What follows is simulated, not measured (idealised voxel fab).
process module | voxel lift off
cross-section cut | 190 nm wide | cells 5 nm
A cross-section is a grid of square cells, given in bands from the top down. A band is one or more rows of cells.
Each band's line starts with the height of the band's top and of its bottom, in nm. Then come its materials from left to right, each with its width in nm. One material with "throughout" fills the band from edge to edge. "air" is empty space.
Height 0 is the level under which the wafer as received is all one material. The lowest band goes on downwards, as in "0 down".
A width such as "30 to 40" changes by the same amount from each row of cells to the next, from the band's top row to its bottom row.
"no change" after a step means that no cell of the cross-section changed.
closed voids: empty space of 8 cells or more with no open way to the top, each as width x height at its distance from the left edge, in nm
after a step's settings: what the simulator itself notes on the step
overlay nm, on a step with a mask: how far to the right of its planned place the mask lay; to the left if negative
plan
1 op RECEIVE | material Si
2 op CONFORMAL_DEP | material Al2O3 | thk nm 15
3 op PATTERN | tone open | mask id LINES | material resist | width nm 20 | pitch nm 45 | thk nm 30 | overlay nm 0
4 op DIRECTIONAL_DEP | material Ru | thk nm 15
5 op STRIP | etch materials resist
6 op CONFORMAL_DEP | material SiCN | thk nm 10
first wafer, as planned
as received, after step 1
  0 down: Si throughout
  closed voids: none
after step 2
  15 to 0: Al2O3 throughout
  below 0: unchanged
after step 3
  45 to 15: resist 15 | air 20 | resist 25 | air 20 | resist 25 | air 20 | resist 25 | air 20 | resist 20
  below 15: unchanged
after step 4
  60 to 45: Ru 15 | air 20 | Ru 25 | air 20 | Ru 25 | air 20 | Ru 25 | air 20 | Ru 20
  45 to 30: resist 15 | air 20 | resist 25 | air 20 | resist 25 | air 20 | resist 25 | air 20 | resist 20
  30 to 15: resist 15 | Ru 20 | resist 25 | Ru 20 | resist 25 | Ru 20 | resist 25 | Ru 20 | resist 20
  below 15: unchanged
after step 5
  30 to 15: air 15 | Ru 20 | air 25 | Ru 20 | air 25 | Ru 20 | air 25 | Ru 20 | air 20
  below 15: unchanged
after step 6
  40 to 30: air 5 | SiCN 40 | air 5 | SiCN 40 | air 5 | SiCN 40 | air 5 | SiCN 40 | air 10
  30 to 25: air 5 | SiCN 10 | Ru 20 | SiCN 10 | air 5 | SiCN 10 | Ru 20 | SiCN 10 | air 5 | SiCN 10 | Ru 20 | SiCN 10 | air 5 | SiCN 10 | Ru 20 | SiCN 10 | air 10
  25 to 15: SiCN 15 | Ru 20 | SiCN 25 | Ru 20 | SiCN 25 | Ru 20 | SiCN 25 | Ru 20 | SiCN 20
  below 15: unchanged
second wafer: like start, like plan, one mistake. Through step 1 it matches the first wafer
when step 2 should have ended
  5 to 0: Al2O3 throughout
  below 0: unchanged
when step 3 should have ended
  35 to 5: resist 15 | air 20 | resist 25 | air 20 | resist 25 | air 20 | resist 25 | air 20 | resist 20
  below 5: unchanged
when step 4 should have ended
  50 to 35: Ru 15 | air 20 | Ru 25 | air 20 | Ru 25 | air 20 | Ru 25 | air 20 | Ru 20
  35 to 20: resist 15 | air 20 | resist 25 | air 20 | resist 25 | air 20 | resist 25 | air 20 | resist 20
  20 to 5: resist 15 | Ru 20 | resist 25 | Ru 20 | resist 25 | Ru 20 | resist 25 | Ru 20 | resist 20
  below 5: unchanged
when step 5 should have ended
  20 to 5: air 15 | Ru 20 | air 25 | Ru 20 | air 25 | Ru 20 | air 25 | Ru 20 | air 20
  below 5: unchanged
when step 6 should have ended
  30 to 20: air 5 | SiCN 40 | air 5 | SiCN 40 | air 5 | SiCN 40 | air 5 | SiCN 40 | air 10
  20 to 15: air 5 | SiCN 10 | Ru 20 | SiCN 10 | air 5 | SiCN 10 | Ru 20 | SiCN 10 | air 5 | SiCN 10 | Ru 20 | SiCN 10 | air 5 | SiCN 10 | Ru 20 | SiCN 10 | air 10
  15 to 5: SiCN 15 | Ru 20 | SiCN 25 | Ru 20 | SiCN 25 | Ru 20 | SiCN 25 | Ru 20 | SiCN 20
  below 5: unchanged
what went wrong: step 2 ran as: op CONFORMAL_DEP | material Al2O3 | thk nm 5
at the end the second wafer has, in cells: 76 fewer of Al2O3
